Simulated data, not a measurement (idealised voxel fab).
Process module name: voxel self aligned vias
This is section cut - it's 175 nm across, gridded in 5 nm square cells.
This document writes a cross-section as a grid whose cells are square, and gives it as bands, listed from the top down; one or more rows of cells form a band. Read a band's entry like this: the first values are the height of its top and the height of its bottom in nm, and what follows is the sequence of materials from left to right, each with its width in nm. Note that "blank" is empty space, and that a single material marked "all across" reaches across the band from edge to edge. Heads up on the height convention: 0 is the point under which the incoming wafer is all one material, and the lowest band has no bottom, it just keeps going down, like "0 nm and below". A two-number width, for instance "30 to 40", indicates that the width is equal to the first number in the top row of the band and to the second number in the bottom row, and that it changes by a constant amount per row of cells. "no modification", as given for a step, is the statement that not any cell of the cross-section underwent a change during that step. Entry "Unvented voids". Content: empty spaces with no open connection to the top, size 8 cells or greater. Each: width x height at distance. Distance: from left edge. Unit: nm. That trailing text on a step's line, after the settings, is the simulator's own remark on the step. overlay nm: mask offset rightward from planned place, masked step; negative means leftward offset.

-- Process steps - plan
1) RECEIVE,material Si
2) CONFORMAL_DEP,material SiO2,thk nm 15
3) CONFORMAL_DEP,material SiCN,thk nm 5
4) DIRECTIONAL_DEP,material lowk,thk nm 20
5) MASKED_ETCH,tone open,mask id LINES,width nm 30,pitch nm 70,etch materials lowk,depth nm 20,overlay nm 0
6) CONFORMAL_DEP,material TiN,thk nm 5
7) FILL_DEP,material Ru,thk nm 10
8) CMP,height nm 40
9) SELECTIVE_ETCH,etch materials W Ru TiN,depth nm 5
10) FILL_DEP,material SiN,thk nm 10
11) CMP,height nm 40
12) DIRECTIONAL_DEP,material lowk,thk nm 20
13) DIRECTIONAL_DEP,material aC,thk nm 15
14) PATTERN,tone open,mask id VIAS,material resist,width nm 40,pitch nm 70,thk nm 30,overlay nm 0
15) DIRECTIONAL_ETCH,etch materials aC,depth nm 15
16) STRIP,etch materials resist
17) DIRECTIONAL_ETCH,etch materials lowk,depth nm 20
18) DIRECTIONAL_ETCH,etch materials SiN,depth nm 5
19) STRIP,etch materials aC
20) CONFORMAL_DEP,material TiN,thk nm 5
21) FILL_DEP,material Ru,thk nm 10
22) CMP,height nm 60
23) CONFORMAL_DEP,material SiCN,thk nm 5

-- As-received state of the wafer in cross-section, equivalent to post-step 1
* 0 nm and below: Si all across
* Unvented voids: none

-- End-of-module cross-section of the first of two wafers, processed as planned
* 65 nm to 60 nm: SiCN all across
* 60 nm to 45 nm: lowk: 30  TiN: 5  Ru: 30  TiN: 5  lowk: 30  TiN: 5  Ru: 30  TiN: 5  lowk: 35
* 45 nm to 40 nm: lowk: 30  TiN: 10  Ru: 20  TiN: 10  lowk: 30  TiN: 10  Ru: 20  TiN: 10  lowk: 35
* 40 nm to 35 nm: lowk: 35  TiN: 30  lowk: 40  TiN: 30  lowk: 40
* 35 nm to 25 nm: lowk: 35  TiN: 5  Ru: 20  TiN: 5  lowk: 40  TiN: 5  Ru: 20  TiN: 5  lowk: 40
* 25 nm to 20 nm: lowk: 35  TiN: 30  lowk: 40  TiN: 30  lowk: 40
* 20 nm to 15 nm: SiCN all across
* 15 nm to 0 nm: SiO2 all across
* 0 nm and below: Si all across
* Unvented voids: none

-- Cross-section at end of module for the second wafer of two, which matched the first in starting point and plan and differed by one mistake in its processing
* 65 nm to 60 nm: SiCN all across
* 60 nm to 45 nm: lowk: 30  TiN: 5  Ru: 30  TiN: 5  lowk: 30  TiN: 5  Ru: 30  TiN: 5  lowk: 35
* 45 nm to 40 nm: lowk: 30  TiN: 40  lowk: 30  TiN: 40  lowk: 35
* 40 nm to 35 nm: SiN: 30  TiN: 5  lowk: 30  TiN: 5  SiN: 30  TiN: 5  lowk: 30  TiN: 5  SiN: 35
* 35 nm to 25 nm: Ru: 30  TiN: 5  lowk: 30  TiN: 5  Ru: 30  TiN: 5  lowk: 30  TiN: 5  Ru: 35
* 25 nm to 20 nm: TiN: 35  lowk: 30  TiN: 40  lowk: 30  TiN: 40
* 20 nm to 15 nm: SiCN all across
* 15 nm to 0 nm: SiO2 all across
* 0 nm and below: Si all across
* Unvented voids: none
Nonconformance to the process plan: rather than as planned, step 5 actually ran as MASKED_ETCH,tone cover,mask id LINES,width nm 30,pitch nm 70,etch materials lowk,depth nm 20,overlay nm 0
End check, counted in cells, second wafer has more or fewer of these materials than the first: +14 Ru, +19 SiN, +11 TiN, -44 lowk
